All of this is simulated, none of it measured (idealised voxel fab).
This is a process module. Its name is voxel ribs on slabs.
Shown is cross-section cut, with a width of 185 nm and square cells of size 5 nm.
This document writes a cross-section as a grid whose cells are square, and gives it as bands, listed from the top down; one or more rows of cells form a band.
Look at the band entry: it leads with the top's height and the bottom's height in nm. Then it lists the materials left to right, with a width in nm for each. The word "everywhere" on a single material says that material fills the band edge to edge. The word "air" is empty space.
Heads up on the height convention: 0 is the point under which the incoming wafer is all one material, and the lowest band has no bottom, it just keeps going down, like "top 0, no bottom".
Top row gets the first number, bottom row gets the second, and each row in between changes by the same step: that is how a band width like "30..40" works.
Take "nothing altered" at face value: in the step it is given for, the cross-section changed in none of its cells.
Each empty space that has no open way to the top and spans at least 8 cells appears under "Enclosed empty spaces" as width x height at distance, the distance counted from the left edge, all in nm.
Formally, on a step line, whatever follows the settings is a remark that the simulator itself makes on the step.
Steps that use a mask can have "overlay nm" on their line. It says how far the mask sat to the right of where it was meant to be. Negative means to the left.

**So here's the lineup of process steps we planned**
| 1 | RECEIVE, material Si |
| 2 | DIRECTIONAL_DEP, material SiO2, thk nm 30 |
| 3 | DIRECTIONAL_DEP, material SiN, thk nm 20 |
| 4 | MASKED_ETCH, tone cover, mask id RIB, width nm 25, etch materials SiN, depth nm 15, overlay nm 0 |
| 5 | MASKED_ETCH, tone cover, mask id SLAB, width nm 75, etch materials SiN, depth nm 5, overlay nm 0 |
| 6 | FILL_DEP, material SiO2, thk nm 25 |
| 7 | CMP, height nm 70 |
| 8 | DIRECTIONAL_DEP, material TiN, thk nm 5 |
| 9 | PATTERN, tone cover, mask id HEATER, material resist, width nm 35, thk nm 20, overlay nm 0 |
| 10 | DIRECTIONAL_ETCH, etch materials TiN, depth nm 5 |
| 11 | STRIP, etch materials resist |
| 12 | CONFORMAL_DEP, material SiN, thk nm 5 |

**So, the first of our two wafers, run just as we planned it**

**Cross-section: wafer on arrival = after step 1**
> top 0, no bottom  Si everywhere
> Enclosed empty spaces: none

**Wafer after step 2 (cross-section)**
> top 30, bottom 0  SiO2 everywhere
> Whatever lies below 0 is exactly as it was before.

**Wafer after step 3 (cross-section)**
> top 50, bottom 30  SiN everywhere
> Whatever lies below 30 is exactly as it was before.

**Wafer after step 4 (cross-section)**
> top 50, bottom 35  air: 80, then SiN: 25, then air: 80
> Whatever lies below 35 is exactly as it was before.

**Wafer after step 5 (cross-section)**
> top 50, bottom 35  air: 80, then SiN: 25, then air: 80
> top 35, bottom 30  air: 55, then SiN: 75, then air: 55
> Whatever lies below 30 is exactly as it was before.

**Wafer after step 6 (cross-section)**
> top 75, bottom 50  SiO2 everywhere
> top 50, bottom 35  SiO2: 80, then SiN: 25, then SiO2: 80
> top 35, bottom 30  SiO2: 55, then SiN: 75, then SiO2: 55
> Whatever lies below 30 is exactly as it was before.

**Wafer after step 7 (cross-section)**
> top 70, bottom 50  SiO2 everywhere
> Whatever lies below 50 is exactly as it was before.

**Wafer after step 8 (cross-section)**
> top 75, bottom 70  TiN everywhere
> Whatever lies below 70 is exactly as it was before.

**Wafer after step 9 (cross-section)**
> top 95, bottom 75  air: 75, then resist: 35, then air: 75
> Whatever lies below 75 is exactly as it was before.

**Wafer after step 10 (cross-section)**
> top 95, bottom 75  air: 75, then resist: 35, then air: 75
> top 75, bottom 70  air: 75, then TiN: 35, then air: 75
> Whatever lies below 70 is exactly as it was before.

**Wafer after step 11 (cross-section)**
> top 75, bottom 70  air: 75, then TiN: 35, then air: 75
> Whatever lies below 70 is exactly as it was before.

**Wafer after step 12 (cross-section)**
> top 80, bottom 75  air: 70, then SiN: 45, then air: 70
> top 75, bottom 70  SiN: 75, then TiN: 35, then SiN: 75
> Whatever lies below 70 is exactly as it was before.

**Wafer two: like wafer one in start and plan, but with one mistake in execution; identical up to and including step 8**

**Look at the second wafer in cross-section at the time step 9 ought to have finished**
> top 95, bottom 75  resist: 75, then air: 35, then resist: 75
> Whatever lies below 75 is exactly as it was before.

**Look at the second wafer in cross-section at the time step 10 ought to have finished**
> top 95, bottom 75  resist: 75, then air: 35, then resist: 75
> top 75, bottom 70  TiN: 75, then air: 35, then TiN: 75
> Whatever lies below 70 is exactly as it was before.

**Look at the second wafer in cross-section at the time step 11 ought to have finished**
> top 75, bottom 70  TiN: 75, then air: 35, then TiN: 75
> Whatever lies below 70 is exactly as it was before.

**Look at the second wafer in cross-section at the time step 12 ought to have finished**
> top 80, bottom 75  SiN: 80, then air: 25, then SiN: 80
> top 75, bottom 70  TiN: 75, then SiN: 35, then TiN: 75
> Whatever lies below 70 is exactly as it was before.
What broke from the plan during processing? the process deviated at step 9: the operation and settings actually run there were PATTERN, tone open, mask id HEATER, material resist, width nm 35, thk nm 20, overlay nm 0
In the final state, the cell counts of the second wafer exceed or fall short of those of the first for the following materials: TiN: 23 more
